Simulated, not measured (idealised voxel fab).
process module | voxel ribs on slabs
cross-section cut | 155 nm wide | cells 5 nm
A cross-section is a grid of square cells, given in bands from the top down. A band is one or more rows of cells.
Each band's line starts with the height of the band's top and of its bottom, in nm. Then come its materials from left to right, each with its width in nm. One material with "throughout" fills the band from edge to edge. "air" is empty space.
Height 0 is the level under which the wafer as received is all one material. The lowest band goes on downwards, as in "0 down".
A width such as "30 to 40" changes by the same amount from each row of cells to the next, from the band's top row to its bottom row.
"no change" after a step means that no cell of the cross-section changed.
closed voids: empty space of 8 cells or more with no open way to the top, each as width x height at its distance from the left edge, in nm
after a step's settings: what the simulator itself notes on the step
overlay nm, on a step with a mask: how far to the right of its planned place the mask lay; to the left if negative
plan
1 op RECEIVE | material Si
2 op DIRECTIONAL_DEP | material SiO2 | thk nm 25
3 op DIRECTIONAL_DEP | material SiN | thk nm 20
4 op DIRECTIONAL_DEP | material aC | thk nm 15
5 op PATTERN | tone cover | mask id RIB | material resist | width nm 30 | thk nm 35 | overlay nm 0
6 op DIRECTIONAL_ETCH | etch materials aC | depth nm 15
7 op STRIP | etch materials resist
8 op DIRECTIONAL_ETCH | etch materials SiN | depth nm 10
9 op STRIP | etch materials aC
10 op DIRECTIONAL_DEP | material aC | thk nm 15
11 op PATTERN | tone cover | mask id SLAB | material resist | width nm 60 | thk nm 30 | overlay nm 0
12 op DIRECTIONAL_ETCH | etch materials aC | depth nm 15
13 op STRIP | etch materials resist
14 op DIRECTIONAL_ETCH | etch materials SiN | depth nm 10
15 op STRIP | etch materials aC
16 op FILL_DEP | material SiO2 | thk nm 20
17 op CMP | height nm 55
18 op DIRECTIONAL_DEP | material TiN | thk nm 10
19 op PATTERN | tone cover | mask id HEATER | material resist | width nm 30 | thk nm 20 | overlay nm 0
20 op DIRECTIONAL_ETCH | etch materials TiN | depth nm 10
21 op STRIP | etch materials resist
22 op CONFORMAL_DEP | material SiN | thk nm 5
varied across the wafers: width nm of step 19. The plan shows the first wafer's value. All wafers start alike
first wafer as received, after step 1
  0 down: Si throughout
  closed voids: none
each wafer at the end: cells of each material gained (+) or lost (-) since it was received, then its closed voids
width nm 30 | +71 SiN | +305 SiO2 | +12 TiN | closed voids: none
width nm 35 | +71 SiN | +305 SiO2 | +14 TiN | closed voids: none
width nm 40 | +71 SiN | +305 SiO2 | +16 TiN | closed voids: none
width nm 45 | +71 SiN | +305 SiO2 | +18 TiN | closed voids: none
width nm 50 | +71 SiN | +305 SiO2 | +20 TiN | closed voids: none
width nm 55 | +71 SiN | +305 SiO2 | +22 TiN | closed voids: none
